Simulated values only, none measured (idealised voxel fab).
The process module that follows is named voxel transistor to metal.
Cross-section cut spans 275 nm and uses square cells 5 nm in size.
Notation: cross-section as square-cell grid; stated in bands, top first, going down; one or more cell rows per band.
Read a band's entry like this: the first values are the height of its top and the height of its bottom in nm, and what follows is the sequence of materials from left to right, each with its width in nm. Note that "blank" is empty space, and that a single material marked "full width" reaches across the band from edge to edge.
Zero point of the height axis is 0; under it, received wafer = one material. Lowest band: continues down indefinitely, "0..down".
Per-row width for "30..40": begins at first number (top row of band), ends at second number (bottom row), increment between rows held constant.
The designation "no change", where it is given for a processing step, indicates that no cell of the cross-section was altered in the course of that step.
What "Sealed internal voids" gives you is every empty space of 8 cells or more that is cut off from the top. Each appears as width x height at distance, with the distance taken from the left edge and width, height and distance all in nm.
Heads up: the bit after the settings on a step's line is the simulator's remark on that step.
A step line may carry the setting "overlay nm", which, for steps involving a mask, states the distance by which the mask lay to the right of its intended position; negative values denote displacement to the left.
**The following list gives the planned process steps**
1,RECEIVE [material Si]
2,CONFORMAL_DEP [material SiO2] [thk nm 5]
3,CONFORMAL_DEP [material SiN] [thk nm 10]
4,PATTERN [tone cover] [mask id ACTIVE] [material resist] [width nm 105] [pitch nm 125] [thk nm 20] [overlay nm 0]
5,DIRECTIONAL_ETCH [etch materials SiN] [depth nm 10]
6,DIRECTIONAL_ETCH [etch materials SiO2] [depth nm 5]
7,DIRECTIONAL_ETCH [etch materials Si] [depth nm 30]
8,STRIP [etch materials resist]
9,FILL_DEP [material SiO2] [thk nm 15]
10,CMP [height nm 15]
11,SELECTIVE_ETCH [etch materials SiO2] [depth nm 5]
12,STRIP [etch materials SiN]
13,SELECTIVE_ETCH [etch materials SiO2] [depth nm 5]
14,OXIDIZE [depth nm 5]
15,DIRECTIONAL_DEP [material polySi] [thk nm 20]
16,DIRECTIONAL_DEP [material SiCN] [thk nm 10]
17,PATTERN [tone cover] [mask id GATE] [material resist] [width nm 25] [pitch nm 125] [thk nm 20] [overlay nm 0]
18,DIRECTIONAL_ETCH [etch materials SiCN] [depth nm 20]
19,DIRECTIONAL_ETCH [etch materials polySi] [depth nm 30]
20,STRIP [etch materials resist]
21,CONFORMAL_DEP [material SiN] [thk nm 10]
22,DIRECTIONAL_ETCH [etch materials SiN] [depth nm 10]
23,DIRECTIONAL_ETCH [etch materials SiO2] [depth nm 5]
24,DIRECTIONAL_ETCH [etch materials Si] [depth nm 10]
25,EPI [material SiGe] [thk nm 15]
26,FILL_DEP [material SiO2] [thk nm 5]
27,CMP [height nm 30]
28,DIRECTIONAL_DEP [material SiO2] [thk nm 15]
29,DIRECTIONAL_DEP [material aC] [thk nm 10]
30,PATTERN [tone open] [mask id CONTACT] [material resist] [width nm 30] [thk nm 25] [overlay nm 0]
31,DIRECTIONAL_ETCH [etch materials aC] [depth nm 10]
32,STRIP [etch materials resist]
33,DIRECTIONAL_ETCH [etch materials SiO2] [depth nm 35]
34,STRIP [etch materials aC]
35,CONFORMAL_DEP [material TiN] [thk nm 5]
36,FILL_DEP [material W] [thk nm 5]
37,CMP [height nm 45]
38,CONFORMAL_DEP [material SiCN] [thk nm 5]
39,DIRECTIONAL_DEP [material lowk] [thk nm 15]
40,MASKED_ETCH [tone open] [mask id METAL_1] [width nm 20] [etch materials lowk] [depth nm 15] [overlay nm 0]
41,MASKED_ETCH [tone open] [mask id METAL_1] [width nm 20] [etch materials SiCN] [depth nm 5] [overlay nm 0]
42,CONFORMAL_DEP [material TiN] [thk nm 5]
43,FILL_DEP [material Ru] [thk nm 5]
44,CMP [height nm 65]
45,CONFORMAL_DEP [material SiN] [thk nm 5]
**First out of two wafers; run went to plan**
**Here's what the wafer looked like in cross-section when it arrived - that's after step 1**
  0..down  Si full width
  Sealed internal voids: none
**After step 2: wafer cross-section**
  5..0  SiO2 full width
  All layers under 0 are left as they were.
**After step 3: wafer cross-section**
  15..5  SiN full width
  All layers under 5 are left as they were.
**After step 4: wafer cross-section**
  35..15  blank=20 / resist=105 / blank=20 / resist=105 / blank=25
  All layers under 15 are left as they were.
**After step 5: wafer cross-section**
  35..15  blank=20 / resist=105 / blank=20 / resist=105 / blank=25
  15..5  blank=20 / SiN=105 / blank=20 / SiN=105 / blank=25
  All layers under 5 are left as they were.
**After step 6: wafer cross-section**
  35..15  blank=20 / resist=105 / blank=20 / resist=105 / blank=25
  15..5  blank=20 / SiN=105 / blank=20 / SiN=105 / blank=25
  5..0  blank=20 / SiO2=105 / blank=20 / SiO2=105 / blank=25
  All layers under 0 are left as they were.
**After step 7: wafer cross-section**
  35..15  blank=20 / resist=105 / blank=20 / resist=105 / blank=25
  15..5  blank=20 / SiN=105 / blank=20 / SiN=105 / blank=25
  5..0  blank=20 / SiO2=105 / blank=20 / SiO2=105 / blank=25
  0..-30  blank=20 / Si=105 / blank=20 / Si=105 / blank=25
  All layers under -30 are left as they were.
**After step 8: wafer cross-section**
  15..5  blank=20 / SiN=105 / blank=20 / SiN=105 / blank=25
  All layers under 5 are left as they were.
**After step 9: wafer cross-section**
  30..15  SiO2 full width
  15..5  SiO2=20 / SiN=105 / SiO2=20 / SiN=105 / SiO2=25
  5..0  SiO2 full width
  0..-30  SiO2=20 / Si=105 / SiO2=20 / Si=105 / SiO2=25
  All layers under -30 are left as they were.
**After step 10: wafer cross-section**
  15..5  SiO2=20 / SiN=105 / SiO2=20 / SiN=105 / SiO2=25
  All layers under 5 are left as they were.
**After step 11: wafer cross-section**
  15..10  blank=20 / SiN=105 / blank=20 / SiN=105 / blank=25
  All layers under 10 are left as they were.
**After step 12: wafer cross-section**
  10..5  SiO2=20 / blank=105 / SiO2=20 / blank=105 / SiO2=25
  All layers under 5 are left as they were.
**After step 13: wafer cross-section**
  5..0  SiO2=15 / blank=115 / SiO2=10 / blank=115 / SiO2=20
  All layers under 0 are left as they were.
**After step 14: wafer cross-section**
  5..0  SiO2=15 / blank=115 / SiO2=10 / blank=115 / SiO2=20
  0..-5  SiO2 full width
  All layers under -5 are left as they were.
**After step 15: wafer cross-section**
  25..20  polySi=15 / blank=115 / polySi=10 / blank=115 / polySi=20
  20..5  polySi full width
  5..0  SiO2=15 / polySi=115 / SiO2=10 / polySi=115 / SiO2=20
  All layers under 0 are left as they were.
**After step 16: wafer cross-section**
  35..30  SiCN=15 / blank=115 / SiCN=10 / blank=115 / SiCN=20
  30..25  SiCN full width
  25..20  polySi=15 / SiCN=115 / polySi=10 / SiCN=115 / polySi=20
  All layers under 20 are left as they were.
**After step 17: wafer cross-section**
  55..35  blank=60 / resist=25 / blank=100 / resist=25 / blank=65
  35..30  SiCN=15 / blank=45 / resist=25 / blank=45 / SiCN=10 / blank=45 / resist=25 / blank=45 / SiCN=20
  All layers under 30 are left as they were.
**After step 18: wafer cross-section**
  55..30  blank=60 / resist=25 / blank=100 / resist=25 / blank=65
  30..25  blank=60 / SiCN=25 / blank=100 / SiCN=25 / blank=65
  25..20  polySi=15 / blank=45 / SiCN=25 / blank=45 / polySi=10 / blank=45 / SiCN=25 / blank=45 / polySi=20
  All layers under 20 are left as they were.
**After step 19: wafer cross-section**
  55..30  blank=60 / resist=25 / blank=100 / resist=25 / blank=65
  30..20  blank=60 / SiCN=25 / blank=100 / SiCN=25 / blank=65
  20..5  blank=60 / polySi=25 / blank=100 / polySi=25 / blank=65
  5..0  SiO2=15 / blank=45 / polySi=25 / blank=45 / SiO2=10 / blank=45 / polySi=25 / blank=45 / SiO2=20
  All layers under 0 are left as they were.
**After step 20: wafer cross-section**
  30..20  blank=60 / SiCN=25 / blank=100 / SiCN=25 / blank=65
  All layers under 20 are left as they were.
**After step 21: wafer cross-section**
  40..30  blank=50 / SiN=45 / blank=80 / SiN=45 / blank=55
  30..20  blank=50 / SiN=10 / SiCN=25 / SiN=10 / blank=80 / SiN=10 / SiCN=25 / SiN=10 / blank=55
  20..15  blank=50 / SiN=10 / polySi=25 / SiN=10 / blank=80 / SiN=10 / polySi=25 / SiN=10 / blank=55
  15..10  SiN=25 / blank=25 / SiN=10 / polySi=25 / SiN=10 / blank=25 / SiN=30 / blank=25 / SiN=10 / polySi=25 / SiN=10 / blank=25 / SiN=30
  10..5  SiN=60 / polySi=25 / SiN=100 / polySi=25 / SiN=65
  5..0  SiO2=15 / SiN=45 / polySi=25 / SiN=45 / SiO2=10 / SiN=45 / polySi=25 / SiN=45 / SiO2=20
  All layers under 0 are left as they were.
**After step 22: wafer cross-section**
  30..20  blank=50 / SiN=10 / SiCN=25 / SiN=10 / blank=80 / SiN=10 / SiCN=25 / SiN=10 / blank=55
  20..5  blank=50 / SiN=10 / polySi=25 / SiN=10 / blank=80 / SiN=10 / polySi=25 / SiN=10 / blank=55
  5..0  SiO2=15 / SiN=10 / blank=25 / SiN=10 / polySi=25 / SiN=10 / blank=25 / SiN=10 / SiO2=10 / SiN=10 / blank=25 / SiN=10 / polySi=25 / SiN=10 / blank=25 / SiN=10 / SiO2=20
  All layers under 0 are left as they were.
**After step 23: wafer cross-section**
  30..20  blank=50 / SiN=10 / SiCN=25 / SiN=10 / blank=80 / SiN=10 / SiCN=25 / SiN=10 / blank=55
  20..5  blank=50 / SiN=10 / polySi=25 / SiN=10 / blank=80 / SiN=10 / polySi=25 / SiN=10 / blank=55
  5..0  blank=15 / SiN=10 / blank=25 / SiN=10 / polySi=25 / SiN=10 / blank=25 / SiN=10 / blank=10 / SiN=10 / blank=25 / SiN=10 / polySi=25 / SiN=10 / blank=25 / SiN=10 / blank=20
  0..-5  SiO2=25 / blank=25 / SiO2=45 / blank=25 / SiO2=30 / blank=25 / SiO2=45 / blank=25 / SiO2=30
  All layers under -5 are left as they were.
**After step 24: wafer cross-section**
  30..20  blank=50 / SiN=10 / SiCN=25 / SiN=10 / blank=80 / SiN=10 / SiCN=25 / SiN=10 / blank=55
  20..5  blank=50 / SiN=10 / polySi=25 / SiN=10 / blank=80 / SiN=10 / polySi=25 / SiN=10 / blank=55
  5..0  blank=15 / SiN=10 / blank=25 / SiN=10 / polySi=25 / SiN=10 / blank=25 / SiN=10 / blank=10 / SiN=10 / blank=25 / SiN=10 / polySi=25 / SiN=10 / blank=25 / SiN=10 / blank=20
  0..-5  SiO2=25 / blank=25 / SiO2=45 / blank=25 / SiO2=30 / blank=25 / SiO2=45 / blank=25 / SiO2=30
  -5..-15  SiO2=20 / Si=5 / blank=25 / Si=45 / blank=25 / Si=5 / SiO2=20 / Si=5 / blank=25 / Si=45 / blank=25 / Si=5 / SiO2=25
  All layers under -15 are left as they were.
**After step 25: wafer cross-section**
  30..20  blank=50 / SiN=10 / SiCN=25 / SiN=10 / blank=80 / SiN=10 / SiCN=25 / SiN=10 / blank=55
  20..10  blank=50 / SiN=10 / polySi=25 / SiN=10 / blank=80 / SiN=10 / polySi=25 / SiN=10 / blank=55
  10..5  blank=20 / SiGe=30 / SiN=10 / polySi=25 / SiN=10 / SiGe=30 / blank=20 / SiGe=30 / SiN=10 / polySi=25 / SiN=10 / SiGe=30 / blank=25
  5..0  blank=15 / SiN=10 / SiGe=25 / SiN=10 / polySi=25 / SiN=10 / SiGe=25 / SiN=10 / blank=10 / SiN=10 / SiGe=25 / SiN=10 / polySi=25 / SiN=10 / SiGe=25 / SiN=10 / blank=20
  0..-5  SiO2=25 / SiGe=25 / SiO2=45 / SiGe=25 / SiO2=30 / SiGe=25 / SiO2=45 / SiGe=25 / SiO2=30
  -5..-15  SiO2=20 / Si=5 / SiGe=25 / Si=45 / SiGe=25 / Si=5 / SiO2=20 / Si=5 / SiGe=25 / Si=45 / SiGe=25 / Si=5 / SiO2=25
  All layers under -15 are left as they were.
**After step 26: wafer cross-section**
  35..30  SiO2 full width
  30..20  SiO2=50 / SiN=10 / SiCN=25 / SiN=10 / SiO2=80 / SiN=10 / SiCN=25 / SiN=10 / SiO2=55
  20..10  SiO2=50 / SiN=10 / polySi=25 / SiN=10 / SiO2=80 / SiN=10 / polySi=25 / SiN=10 / SiO2=55
  10..5  SiO2=20 / SiGe=30 / SiN=10 / polySi=25 / SiN=10 / SiGe=30 / SiO2=20 / SiGe=30 / SiN=10 / polySi=25 / SiN=10 / SiGe=30 / SiO2=25
  5..0  SiO2=15 / SiN=10 / SiGe=25 / SiN=10 / polySi=25 / SiN=10 / SiGe=25 / SiN=10 / SiO2=10 / SiN=10 / SiGe=25 / SiN=10 / polySi=25 / SiN=10 / SiGe=25 / SiN=10 / SiO2=20
  All layers under 0 are left as they were.
**After step 27: wafer cross-section**
  30..20  SiO2=50 / SiN=10 / SiCN=25 / SiN=10 / SiO2=80 / SiN=10 / SiCN=25 / SiN=10 / SiO2=55
  All layers under 20 are left as they were.
**After step 28: wafer cross-section**
  45..30  SiO2 full width
  All layers under 30 are left as they were.
**After step 29: wafer cross-section**
  55..45  aC full width
  All layers under 45 are left as they were.
**After step 30: wafer cross-section**
  80..55  resist=25 / blank=30 / resist=35 / blank=30 / resist=30 / blank=30 / resist=35 / blank=30 / resist=30
  All layers under 55 are left as they were.
**After step 31: wafer cross-section**
  70..55  resist=25 / blank=30 / resist=35 / blank=30 / resist=30 / blank=30 / resist=35 / blank=30 / resist=30
  55..45  aC=25 / blank=30 / aC=35 / blank=30 / aC=30 / blank=30 / aC=35 / blank=30 / aC=30
  All layers under 45 are left as they were.
**After step 32: wafer cross-section**
  55..45  aC=25 / blank=30 / aC=35 / blank=30 / aC=30 / blank=30 / aC=35 / blank=30 / aC=30
  All layers under 45 are left as they were.
**After step 33: wafer cross-section**
  55..45  aC=25 / blank=30 / aC=35 / blank=30 / aC=30 / blank=30 / aC=35 / blank=30 / aC=30
  45..30  SiO2=25 / blank=30 / SiO2=35 / blank=30 / SiO2=30 / blank=30 / SiO2=35 / blank=30 / SiO2=30
  30..20  SiO2=25 / blank=25 / SiN=10 / SiCN=25 / SiN=10 / blank=25 / SiO2=30 / blank=25 / SiN=10 / SiCN=25 / SiN=10 / blank=25 / SiO2=30
  20..10  SiO2=25 / blank=25 / SiN=10 / polySi=25 / SiN=10 / blank=25 / SiO2=30 / blank=25 / SiN=10 / polySi=25 / SiN=10 / blank=25 / SiO2=30
  All layers under 10 are left as they were.
**After step 34: wafer cross-section**
  45..30  SiO2=25 / blank=30 / SiO2=35 / blank=30 / SiO2=30 / blank=30 / SiO2=35 / blank=30 / SiO2=30
  All layers under 30 are left as they were.
**After step 35: wafer cross-section**
  50..45  TiN=30 / blank=20 / TiN=45 / blank=20 / TiN=40 / blank=20 / TiN=45 / blank=20 / TiN=35
  45..35  SiO2=25 / TiN=5 / blank=20 / TiN=5 / SiO2=35 / TiN=5 / blank=20 / TiN=5 / SiO2=30 / TiN=5 / blank=20 / TiN=5 / SiO2=35 / TiN=5 / blank=20 / TiN=5 / SiO2=30
  35..30  SiO2=25 / TiN=5 / blank=15 / TiN=10 / SiO2=35 / TiN=10 / blank=15 / TiN=5 / SiO2=30 / TiN=5 / blank=15 / TiN=10 / SiO2=35 / TiN=10 / blank=15 / TiN=5 / SiO2=30
  30..20  SiO2=25 / TiN=5 / blank=15 / TiN=5 / SiN=10 / SiCN=25 / SiN=10 / TiN=5 / blank=15 / TiN=5 / SiO2=30 / TiN=5 / blank=15 / TiN=5 / SiN=10 / SiCN=25 / SiN=10 / TiN=5 / blank=15 / TiN=5 / SiO2=30
  20..15  SiO2=25 / TiN=5 / blank=15 / TiN=5 / SiN=10 / polySi=25 / SiN=10 / TiN=5 / blank=15 / TiN=5 / SiO2=30 / TiN=5 / blank=15 / TiN=5 / SiN=10 / polySi=25 / SiN=10 / TiN=5 / blank=15 / TiN=5 / SiO2=30
  15..10  SiO2=25 / TiN=25 / SiN=10 / polySi=25 / SiN=10 / TiN=25 / SiO2=30 / TiN=25 / SiN=10 / polySi=25 / SiN=10 / TiN=25 / SiO2=30
  All layers under 10 are left as they were.
**After step 36: wafer cross-section**
  55..50  W full width
  50..45  TiN=30 / W=20 / TiN=45 / W=20 / TiN=40 / W=20 / TiN=45 / W=20 / TiN=35
  45..35  SiO2=25 / TiN=5 / W=20 / TiN=5 / SiO2=35 / TiN=5 / W=20 / TiN=5 / SiO2=30 / TiN=5 / W=20 / TiN=5 / SiO2=35 / TiN=5 / W=20 / TiN=5 / SiO2=30
  35..30  SiO2=25 / TiN=5 / W=15 / TiN=10 / SiO2=35 / TiN=10 / W=15 / TiN=5 / SiO2=30 / TiN=5 / W=15 / TiN=10 / SiO2=35 / TiN=10 / W=15 / TiN=5 / SiO2=30
  30..20  SiO2=25 / TiN=5 / W=15 / TiN=5 / SiN=10 / SiCN=25 / SiN=10 / TiN=5 / W=15 / TiN=5 / SiO2=30 / TiN=5 / W=15 / TiN=5 / SiN=10 / SiCN=25 / SiN=10 / TiN=5 / W=15 / TiN=5 / SiO2=30
  20..15  SiO2=25 / TiN=5 / W=15 / TiN=5 / SiN=10 / polySi=25 / SiN=10 / TiN=5 / W=15 / TiN=5 / SiO2=30 / TiN=5 / W=15 / TiN=5 / SiN=10 / polySi=25 / SiN=10 / TiN=5 / W=15 / TiN=5 / SiO2=30
  All layers under 15 are left as they were.
**After step 37: wafer cross-section**
  45..35  SiO2=25 / TiN=5 / W=20 / TiN=5 / SiO2=35 / TiN=5 / W=20 / TiN=5 / SiO2=30 / TiN=5 / W=20 / TiN=5 / SiO2=35 / TiN=5 / W=20 / TiN=5 / SiO2=30
  All layers under 35 are left as they were.
**After step 38: wafer cross-section**
  50..45  SiCN full width
  All layers under 45 are left as they were.
**After step 39: wafer cross-section**
  65..50  lowk full width
  All layers under 50 are left as they were.
**After step 40: wafer cross-section**
  65..50  lowk=25 / blank=20 / lowk=55 / blank=20 / lowk=30 / blank=20 / lowk=55 / blank=20 / lowk=30
  All layers under 50 are left as they were.
**After step 41: wafer cross-section**
  65..50  lowk=25 / blank=20 / lowk=55 / blank=20 / lowk=30 / blank=20 / lowk=55 / blank=20 / lowk=30
  50..45  SiCN=25 / blank=20 / SiCN=55 / blank=20 / SiCN=30 / blank=20 / SiCN=55 / blank=20 / SiCN=30
  All layers under 45 are left as they were.
**After step 42: wafer cross-section**
  70..65  TiN=30 / blank=10 / TiN=65 / blank=10 / TiN=40 / blank=10 / TiN=65 / blank=10 / TiN=35
  65..50  lowk=25 / TiN=5 / blank=10 / TiN=5 / lowk=55 / TiN=5 / blank=10 / TiN=5 / lowk=30 / TiN=5 / blank=10 / TiN=5 / lowk=55 / TiN=5 / blank=10 / TiN=5 / lowk=30
  50..45  SiCN=25 / TiN=20 / SiCN=55 / TiN=20 / SiCN=30 / TiN=20 / SiCN=55 / TiN=20 / SiCN=30
  All layers under 45 are left as they were.
**After step 43: wafer cross-section**
  75..70  Ru full width
  70..65  TiN=30 / Ru=10 / TiN=65 / Ru=10 / TiN=40 / Ru=10 / TiN=65 / Ru=10 / TiN=35
  65..50  lowk=25 / TiN=5 / Ru=10 / TiN=5 / lowk=55 / TiN=5 / Ru=10 / TiN=5 / lowk=30 / TiN=5 / Ru=10 / TiN=5 / lowk=55 / TiN=5 / Ru=10 / TiN=5 / lowk=30
  All layers under 50 are left as they were.
**After step 44: wafer cross-section**
  65..50  lowk=25 / TiN=5 / Ru=10 / TiN=5 / lowk=55 / TiN=5 / Ru=10 / TiN=5 / lowk=30 / TiN=5 / Ru=10 / TiN=5 / lowk=55 / TiN=5 / Ru=10 / TiN=5 / lowk=30
  All layers under 50 are left as they were.
**After step 45: wafer cross-section**
  70..65  SiN full width
  All layers under 65 are left as they were.
**Wafer two. Identical start, identical plan. One mistake in execution. Identical history through step 35**
**Cross-section: second wafer, time at which step 36 was scheduled to end**
  55..50  SiCN full width
  50..45  TiN=30 / SiCN=20 / TiN=45 / SiCN=20 / TiN=40 / SiCN=20 / TiN=45 / SiCN=20 / TiN=35
  45..35  SiO2=25 / TiN=5 / SiCN=20 / TiN=5 / SiO2=35 / TiN=5 / SiCN=20 / TiN=5 / SiO2=30 / TiN=5 / SiCN=20 / TiN=5 / SiO2=35 / TiN=5 / SiCN=20 / TiN=5 / SiO2=30
  35..30  SiO2=25 / TiN=5 / SiCN=15 / TiN=10 / SiO2=35 / TiN=10 / SiCN=15 / TiN=5 / SiO2=30 / TiN=5 / SiCN=15 / TiN=10 / SiO2=35 / TiN=10 / SiCN=15 / TiN=5 / SiO2=30
  30..20  SiO2=25 / TiN=5 / SiCN=15 / TiN=5 / SiN=10 / SiCN=25 / SiN=10 / TiN=5 / SiCN=15 / TiN=5 / SiO2=30 / TiN=5 / SiCN=15 / TiN=5 / SiN=10 / SiCN=25 / SiN=10 / TiN=5 / SiCN=15 / TiN=5 / SiO2=30
  20..15  SiO2=25 / TiN=5 / SiCN=15 / TiN=5 / SiN=10 / polySi=25 / SiN=10 / TiN=5 / SiCN=15 / TiN=5 / SiO2=30 / TiN=5 / SiCN=15 / TiN=5 / SiN=10 / polySi=25 / SiN=10 / TiN=5 / SiCN=15 / TiN=5 / SiO2=30
  All layers under 15 are left as they were.
**Cross-section: second wafer, time at which step 37 was scheduled to end**
  45..35  SiO2=25 / TiN=5 / SiCN=20 / TiN=5 / SiO2=35 / TiN=5 / SiCN=20 / TiN=5 / SiO2=30 / TiN=5 / SiCN=20 / TiN=5 / SiO2=35 / TiN=5 / SiCN=20 / TiN=5 / SiO2=30
  All layers under 35 are left as they were.
**Cross-section: second wafer, time at which step 38 was scheduled to end**
  50..45  SiCN full width
  All layers under 45 are left as they were.
**Cross-section: second wafer, time at which step 39 was scheduled to end**
  65..50  lowk full width
  All layers under 50 are left as they were.
**Cross-section: second wafer, time at which step 40 was scheduled to end**
  65..50  lowk=25 / blank=20 / lowk=55 / blank=20 / lowk=30 / blank=20 / lowk=55 / blank=20 / lowk=30
  All layers under 50 are left as they were.
**Cross-section: second wafer, time at which step 41 was scheduled to end**
  65..50  lowk=25 / blank=20 / lowk=55 / blank=20 / lowk=30 / blank=20 / lowk=55 / blank=20 / lowk=30
  50..45  SiCN=25 / blank=20 / SiCN=55 / blank=20 / SiCN=30 / blank=20 / SiCN=55 / blank=20 / SiCN=30
  All layers under 45 are left as they were.
**Cross-section: second wafer, time at which step 42 was scheduled to end**
  70..65  TiN=30 / blank=10 / TiN=65 / blank=10 / TiN=40 / blank=10 / TiN=65 / blank=10 / TiN=35
  65..50  lowk=25 / TiN=5 / blank=10 / TiN=5 / lowk=55 / TiN=5 / blank=10 / TiN=5 / lowk=30 / TiN=5 / blank=10 / TiN=5 / lowk=55 / TiN=5 / blank=10 / TiN=5 / lowk=30
  50..45  SiCN=25 / TiN=20 / SiCN=55 / TiN=20 / SiCN=30 / TiN=20 / SiCN=55 / TiN=20 / SiCN=30
  All layers under 45 are left as they were.
**Cross-section: second wafer, time at which step 43 was scheduled to end**
  75..70  Ru full width
  70..65  TiN=30 / Ru=10 / TiN=65 / Ru=10 / TiN=40 / Ru=10 / TiN=65 / Ru=10 / TiN=35
  65..50  lowk=25 / TiN=5 / Ru=10 / TiN=5 / lowk=55 / TiN=5 / Ru=10 / TiN=5 / lowk=30 / TiN=5 / Ru=10 / TiN=5 / lowk=55 / TiN=5 / Ru=10 / TiN=5 / lowk=30
  All layers under 50 are left as they were.
**Cross-section: second wafer, time at which step 44 was scheduled to end**
  65..50  lowk=25 / TiN=5 / Ru=10 / TiN=5 / lowk=55 / TiN=5 / Ru=10 / TiN=5 / lowk=30 / TiN=5 / Ru=10 / TiN=5 / lowk=55 / TiN=5 / Ru=10 / TiN=5 / lowk=30
  All layers under 50 are left as they were.
**Cross-section: second wafer, time at which step 45 was scheduled to end**
  70..65  SiN full width
  All layers under 65 are left as they were.
Misprocessing identified: planned and actual differ for step 36; actual: FILL_DEP [material SiCN] [thk nm 5]
Heads up, by the end the second wafer has more or fewer cells of some materials compared to the first: 80 more of SiCN, 80 fewer of W
